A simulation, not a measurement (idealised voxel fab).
process module | voxel ribs on slabs
cross-section cut | 240 nm wide | cells 5 nm
A cross-section is a grid of square cells, given in bands from the top down. A band is one or more rows of cells.
Each band's line starts with the height of the band's top and of its bottom, in nm. Then come its materials from left to right, each with its width in nm. One material with "throughout" fills the band from edge to edge. "air" is empty space.
Height 0 is the level under which the wafer as received is all one material. The lowest band goes on downwards, as in "0 down".
A width such as "30 to 40" changes by the same amount from each row of cells to the next, from the band's top row to its bottom row.
"no change" after a step means that no cell of the cross-section changed.
closed voids: empty space of 8 cells or more with no open way to the top, each as width x height at its distance from the left edge, in nm
after a step's settings: what the simulator itself notes on the step
overlay nm, on a step with a mask: how far to the right of its planned place the mask lay; to the left if negative
plan
1 op RECEIVE | material Si
2 op DIRECTIONAL_DEP | material SiO2 | thk nm 25
3 op DIRECTIONAL_DEP | material polySi | thk nm 20
4 op PATTERN | tone cover | mask id RIB | material resist | width nm 25 | thk nm 15 | overlay nm 0
5 op DIRECTIONAL_ETCH | etch materials polySi | depth nm 5
6 op STRIP | etch materials resist
7 op PATTERN | tone cover | mask id SLAB | material resist | width nm 75 | thk nm 20 | overlay nm 0
8 op DIRECTIONAL_ETCH | etch materials polySi | depth nm 15
9 op STRIP | etch materials resist
10 op FILL_DEP | material SiO2 | thk nm 25
11 op CMP | height nm 65
12 op DIRECTIONAL_DEP | material TiN | thk nm 10
13 op MASKED_ETCH | tone cover | mask id HEATER | width nm 35 | etch materials TiN | depth nm 10 | overlay nm 0
14 op CONFORMAL_DEP | material SiO2 | thk nm 5
as received, after step 1
  0 down: Si throughout
  closed voids: none
first wafer at the end, as planned
  80 to 75: air 95 | SiO2 45 | air 100
  75 to 70: air 95 | SiO2 5 | TiN 35 | SiO2 5 | air 100
  70 to 65: SiO2 100 | TiN 35 | SiO2 105
  65 to 45: SiO2 throughout
  45 to 40: SiO2 105 | polySi 25 | SiO2 110
  40 to 25: SiO2 80 | polySi 75 | SiO2 85
  25 to 0: SiO2 throughout
  0 down: Si throughout
  closed voids: none
second wafer at the end: like start, like plan, one mistake
  80 to 75: air 105 | SiO2 45 | air 90
  75 to 70: air 105 | SiO2 5 | TiN 35 | SiO2 5 | air 90
  70 to 65: SiO2 110 | TiN 35 | SiO2 95
  65 to 45: SiO2 throughout
  45 to 40: SiO2 105 | polySi 25 | SiO2 110
  40 to 25: SiO2 80 | polySi 75 | SiO2 85
  25 to 0: SiO2 throughout
  0 down: Si throughout
  closed voids: none
what went wrong: step 13 ran as: op MASKED_ETCH | tone cover | mask id HEATER | width nm 35 | etch materials TiN | depth nm 10 | overlay nm 10
at the end the second wafer has, in cells: as many of each material as the first, in other places
